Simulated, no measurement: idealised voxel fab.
Documented hereafter: the process module known as voxel tone inversion.
The figure presents cross-section cut, which has a width of 145 nm and is divided into square cells with an edge length of 5 nm.
In this document a cross-section is written as a grid of square cells. It is given as a series of bands, listed from the top down, and a band is one or more rows of cells. Top height, bottom height, nm. Materials left to right, width each, nm. Single material + "edge to edge" = fills band edge to edge. "blank" = empty. The level at which height equals 0 is the one under which the wafer, as it arrives, is entirely one material. No lower edge exists for the bottom band, which continues downward and is notated as in "z 0 and below". A width given as "30 to 40" starts at the first number in the band's top row and ends at the second number in its bottom row, shifting by an equal amount at every step from row to row. It should be understood that the words "remained unchanged", when stated for a given step, signify that the cross-section underwent no change in any of its cells during that step. If an empty space has no open way to the top and is at least 8 cells in size, "Voids lacking openings" lists it, written width x height at distance, where distance is measured from the left edge and every value is in nm. The remark found on a step's line after its settings is issued by the simulator itself and pertains to that step. "overlay nm", when on a step's line for a step with a mask, measures how far to the right of its planned place the mask lay; a negative measure means to the left.
-- Steps planned for the process
| 1 | RECEIVE: material Si |
| 2 | CONFORMAL_DEP: material SiCN, thk nm 10 |
| 3 | DIRECTIONAL_DEP: material aC, thk nm 25 |
| 4 | PATTERN: tone cover, mask id POSTS, material resist, width nm 15, pitch nm 40, thk nm 30, overlay nm 0 |
| 5 | DIRECTIONAL_ETCH: etch materials aC, depth nm 25 |
| 6 | STRIP: etch materials resist |
| 7 | FILL_DEP: material SiO2, thk nm 5 |
| 8 | CMP: height nm 35 |
| 9 | STRIP: etch materials aC |
| 10 | CONFORMAL_DEP: material TiN, thk nm 5 |
| 11 | FILL_DEP: material Ru, thk nm 5 |
| 12 | CMP: height nm 35 |
| 13 | CONFORMAL_DEP: material SiCN, thk nm 5 |
For this document, wafers share an identical start and vary in the step 4 width nm; the plan quotes the first wafer's value.
-- Cross-sectional view of the first of several wafers in the as-received condition, corresponding to the state following step 1
    z 0 and below  Si edge to edge
    Voids lacking openings: none
-- Gained (+) or lost (-) cells of each material since receipt, then closed voids: one row per wafer, at the end of the module
width nm 15, +8 Ru, +87 SiCN, +115 SiO2, +22 TiN, Voids lacking openings: none
width nm 20, +16 Ru, +87 SiCN, +105 SiO2, +24 TiN, Voids lacking openings: none
width nm 25, +24 Ru, +87 SiCN, +95 SiO2, +26 TiN, Voids lacking openings: none
